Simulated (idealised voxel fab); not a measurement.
This is a process module. Its name is voxel gate over fins.
Cross-section cut: width 195 nm, square cells of 5 nm.
Format of a cross-section: grid, square cells. Given as bands. Order: top down. Band: one or more rows of cells.
Band: top and bottom heights (nm) first, top before bottom; then materials from left to right, widths in nm. "throughout" marks a sole material filling the band edge to edge. "empty" denotes empty space.
The level at which height equals 0 is the one under which the wafer, as it arrives, is entirely one material. No lower edge exists for the bottom band, which continues downward and is notated as in "0 and below".
A width such as "30..40" changes by the same amount from each row of cells to the next, from the band's top row to its bottom row.
Key: "no alterations made" - step with no changed cell in the cross-section.
Closed-off voids of 8+ cells (no open route to the top) go in "Closed void catalog", written width x height at distance from the left edge, in nm.
What comes after the settings on a step's line is commentary from the simulator itself on that step.
Regarding "overlay nm": on a step with a mask, it is the distance the mask lay to the right of its planned place; a negative value places it to the left.
-- Planned step list for the process
1 RECEIVE, material Si
2 CONFORMAL_DEP, material SiN, thk nm 5
3 DIRECTIONAL_DEP, material aC, thk nm 10
4 PATTERN, tone cover, mask id FINS, material resist, width nm 15, pitch nm 40, thk nm 25, overlay nm 0
5 DIRECTIONAL_ETCH, etch materials aC, depth nm 10
6 STRIP, etch materials resist
7 DIRECTIONAL_ETCH, etch materials SiN, depth nm 5
8 DIRECTIONAL_ETCH, etch materials Si, depth nm 40
9 STRIP, etch materials aC
10 OXIDIZE, depth nm 5
11 FILL_DEP, material SiO2, thk nm 15
12 CMP, height nm 5
13 SELECTIVE_ETCH, etch materials SiO2, depth nm 15
14 STRIP, etch materials SiN
15 CONFORMAL_DEP, material HfO2, thk nm 5
16 CONFORMAL_DEP, material TiN, thk nm 5
17 CONFORMAL_DEP, material TiAl, thk nm 5
18 CONFORMAL_DEP, material TiN, thk nm 5
19 FILL_DEP, material W, thk nm 10
20 CMP, height nm 25
21 CONFORMAL_DEP, material SiN, thk nm 10
-- The cross-section here shows the wafer as received, i.e. in its state after step 1
  0 and below  Si throughout
  Closed void catalog: none
-- Final wafer profile in cross-section after the module, from the same start and plan as above, with one mistake made during processing
  35 down to 25  SiN throughout
  25 down to 20  W throughout
  20 down to 15  TiN throughout
  15 down to 10  TiAl throughout
  10 down to 5  TiN (75), then TiAl (5), then TiN (35), then TiAl (5), then TiN (75)
  5 down to 0  HfO2 (70), then TiN (5), then TiAl (5), then TiN (5), then HfO2 (25), then TiN (5), then TiAl (5), then TiN (5), then HfO2 (70)
  0 down to -5  Si (65), then HfO2 (5), then TiN (15), then HfO2 (5), then Si (15), then HfO2 (5), then TiN (15), then HfO2 (5), then Si (65)
  -5 down to -10  Si (65), then HfO2 (25), then Si (15), then HfO2 (25), then Si (65)
  -10 down to -45  Si (65), then SiO2 (25), then Si (15), then SiO2 (25), then Si (65)
  -45 and below  Si throughout
  Closed void catalog: none
Finding, execution versus plan: step 4 ran with different settings than intended, the actual operation and settings being PATTERN, tone open, mask id FINS, material resist, width nm 15, pitch nm 40, thk nm 25, overlay nm 0
